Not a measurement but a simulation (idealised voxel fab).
Presented below is a process module, voxel self aligned contacts.
cross-section cut | 255 nm wide | cells 5 nm
A cross-section in this document is a grid of square cells, and it is written down as bands, the top band listed before the ones below it; a band is made up of one or more rows of cells.
The entry gives the band's vertical extent as a top height and a bottom height in nm, then its horizontal make-up as materials from left to right, each with a width in nm. "air" stands for empty space; a single material marked "throughout" fills the band edge to edge.
Heights are reckoned from 0. Under this level, the received wafer is all of one material. The bottommost band is open-ended downward, for example "0 nm and below".
A width such as "30..40" changes by the same amount from each row of cells to the next, from the band's top row to its bottom row.
Key: "no change" - step with no changed cell in the cross-section.
For the entry "Unvented cavities", the listed items are empty spaces with no open way to the top whose size is 8 cells or more; each item follows the pattern width x height at distance, where distance is from the left edge and all three are in nm.
Post-settings text on a step line: simulator's own remark regarding the step.
What "overlay nm" on a step's line means: if the step has a mask, that mask lay this far to the right of its planned place, or, when the value is negative, to the left.
# Process steps - plan
| 1 | RECEIVE (material Si) |
| 2 | OXIDIZE (depth nm 5) |
| 3 | DIRECTIONAL_DEP (material polySi; thk nm 25) |
| 4 | DIRECTIONAL_DEP (material SiN; thk nm 20) |
| 5 | MASKED_ETCH (tone cover; mask id GATE; width nm 35; pitch nm 70; etch materials SiN; depth nm 20; overlay nm 0) |
| 6 | MASKED_ETCH (tone cover; mask id GATE; width nm 35; pitch nm 70; etch materials polySi; depth nm 25; overlay nm 0) |
| 7 | CONFORMAL_DEP (material SiN; thk nm 5) |
| 8 | DIRECTIONAL_ETCH (etch materials SiN; depth nm 5) |
| 9 | FILL_DEP (material SiO2; thk nm 10) |
| 10 | CMP (height nm 50) |
| 11 | DIRECTIONAL_DEP (material aC; thk nm 10) |
| 12 | PATTERN (tone open; mask id CONTACT; material resist; width nm 45; thk nm 30; overlay nm 0) |
| 13 | DIRECTIONAL_ETCH (etch materials aC; depth nm 10) |
| 14 | STRIP (etch materials resist) |
| 15 | DIRECTIONAL_ETCH (etch materials SiO2; depth nm 55) |
| 16 | STRIP (etch materials aC) |
| 17 | CONFORMAL_DEP (material TiN; thk nm 5) |
| 18 | FILL_DEP (material W; thk nm 5) |
| 19 | CMP (height nm 50) |
| 20 | CONFORMAL_DEP (material SiCN; thk nm 5) |
# This is the cross-section of the wafer as we received it, i.e. after step 1
  0 nm and below  Si throughout
  Unvented cavities: none
# Final cross-section, module run with one mistake (start and plan as above)
  55 nm to 50 nm  SiCN throughout
  50 nm to 45 nm  SiO2 105  TiN 15  W 15  TiN 15  SiO2 105
  45 nm to 25 nm  SiO2 70  SiN 45  TiN 5  W 15  TiN 5  SiN 45  SiO2 70
  25 nm to 5 nm  SiO2 70  SiN 5  polySi 35  SiN 5  TiN 5  W 15  TiN 5  SiN 5  polySi 35  SiN 5  SiO2 70
  5 nm to 0 nm  SiO2 70  SiN 5  polySi 35  SiN 5  TiN 25  SiN 5  polySi 35  SiN 5  SiO2 70
  0 nm and below  Si throughout
  Unvented cavities: none
Misprocessing identified: not run: step 2 of the plan (skipped)
